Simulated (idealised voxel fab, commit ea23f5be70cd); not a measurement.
The name of this process module is voxel wiring stack.
Cross-section cut spans 185 nm and uses square cells 5 nm in size.
When this document writes out a cross-section, it uses a grid of square cells and lists it as bands, beginning at the top and moving down, with a band standing for one or more rows of cells. Top height, bottom height, nm. Materials left to right, width each, nm. Single material + "everywhere" = fills band edge to edge. "air" = empty. The level at which height equals 0 is the one under which the wafer, as it arrives, is entirely one material. No lower edge exists for the bottom band, which continues downward and is notated as in "0 and below". The notation "30->40" denotes a width that varies across the rows of cells in the band, beginning at the first number in the top row, finishing at the second number in the bottom row, and changing by an identical amount from each row to the next. Given "left unchanged" for a step, no cell of the cross-section differs between before and after that step. Entry "Closed voids list". Content: empty spaces with no open connection to the top, size 8 cells or greater. Each: width x height at distance. Distance: from left edge. Unit: nm. Where a step's line continues beyond its settings, the continuation is a remark by the simulator itself on that step. overlay nm: how far to the right of its planned place the mask lay on this masked step (negative: to the left).
Here's what the planned process steps look like
1) RECEIVE [material Si]
2) CONFORMAL_DEP [material SiO2] [thk nm 15]
3) DIRECTIONAL_DEP [material TiN] [thk nm 5]
4) DIRECTIONAL_DEP [material Ru] [thk nm 25]
5) PATTERN [tone cover] [mask id METAL_1] [material resist] [width nm 30] [pitch nm 45] [thk nm 15] [overlay nm 0]
6) DIRECTIONAL_ETCH [etch materials Ru] [depth nm 25]
7) DIRECTIONAL_ETCH [etch materials TiN] [depth nm 5]
8) STRIP [etch materials resist]
9) CONFORMAL_DEP [material SiCN] [thk nm 5]
10) FILL_DEP [material SiO2] [thk nm 5]
11) CMP [height nm 45]
12) CONFORMAL_DEP [material SiCN] [thk nm 5]
13) DIRECTIONAL_DEP [material lowk] [thk nm 10]
14) DIRECTIONAL_DEP [material aC] [thk nm 15]
15) PATTERN [tone open] [mask id PLUG_1] [material resist] [width nm 15] [pitch nm 90] [thk nm 30] [overlay nm 0]
16) DIRECTIONAL_ETCH [etch materials aC] [depth nm 15]
17) STRIP [etch materials resist]
18) DIRECTIONAL_ETCH [etch materials lowk] [depth nm 10]
19) DIRECTIONAL_ETCH [etch materials SiCN] [depth nm 5]
20) STRIP [etch materials aC]
21) EPI [material Ru] [thk nm 10]
22) EPI [material Ru] [thk nm 5]
23) CONFORMAL_DEP [material SiN] [thk nm 5]
24) DIRECTIONAL_DEP [material lowk] [thk nm 25]
25) MASKED_ETCH [tone open] [mask id METAL_2] [width nm 30] [pitch nm 45] [etch materials lowk] [depth nm 25] [overlay nm 0]
26) MASKED_ETCH [tone open] [mask id METAL_2] [width nm 30] [pitch nm 45] [etch materials SiN] [depth nm 5] [overlay nm 0]
27) CONFORMAL_DEP [material TiN] [thk nm 5]
28) FILL_DEP [material Cu] [thk nm 5]
29) CMP [height nm 90]
30) EPI [material Ru] [thk nm 5]
31) FILL_DEP [material SiCN] [thk nm 5]
32) DIRECTIONAL_DEP [material lowk] [thk nm 25]
33) DIRECTIONAL_DEP [material aC] [thk nm 15]
34) PATTERN [tone open] [mask id METAL_3_HOLES] [material resist] [width nm 15] [pitch nm 45] [thk nm 35] [overlay nm 0]
35) DIRECTIONAL_ETCH [etch materials aC] [depth nm 15]
36) STRIP [etch materials resist]
37) DIRECTIONAL_ETCH [etch materials lowk] [depth nm 25]
38) STRIP [etch materials aC]
39) DIRECTIONAL_DEP [material aC] [thk nm 10]
40) PATTERN [tone open] [mask id METAL_3] [material resist] [width nm 30] [pitch nm 45] [thk nm 30] [overlay nm 0]
41) DIRECTIONAL_ETCH [etch materials aC] [depth nm 10]
42) STRIP [etch materials resist]
43) DIRECTIONAL_ETCH [etch materials lowk] [depth nm 15]
44) DIRECTIONAL_ETCH [etch materials SiCN] [depth nm 5]
45) STRIP [etch materials aC]
46) CONFORMAL_DEP [material TiN] [thk nm 5]
47) FILL_DEP [material Cu] [thk nm 10]
48) CMP [height nm 125]
49) CONFORMAL_DEP [material SiN] [thk nm 5]
Be aware that, although all wafers share a common starting state, the width nm at step 15 differs among them, and the plan displays the first wafer's value.
Received condition of the first of several wafers, sectioned: post-step 1
  0 and below = Si everywhere
  Closed voids list: none
Per-wafer rows below. For each material: cells gained (+) or lost (-) since the wafer was received, as of end of module. Then: closed voids
width nm 15; +93 Cu; +132 Ru; +121 SiCN; +56 SiN; +176 SiO2; +114 TiN; +270 lowk; Closed voids list: none
width nm 20; +93 Cu; +138 Ru; +119 SiCN; +56 SiN; +176 SiO2; +114 TiN; +266 lowk; Closed voids list: none
width nm 25; +93 Cu; +144 Ru; +117 SiCN; +56 SiN; +176 SiO2; +114 TiN; +262 lowk; Closed voids list: none
width nm 30; +93 Cu; +150 Ru; +115 SiCN; +56 SiN; +176 SiO2; +114 TiN; +258 lowk; Closed voids list: none
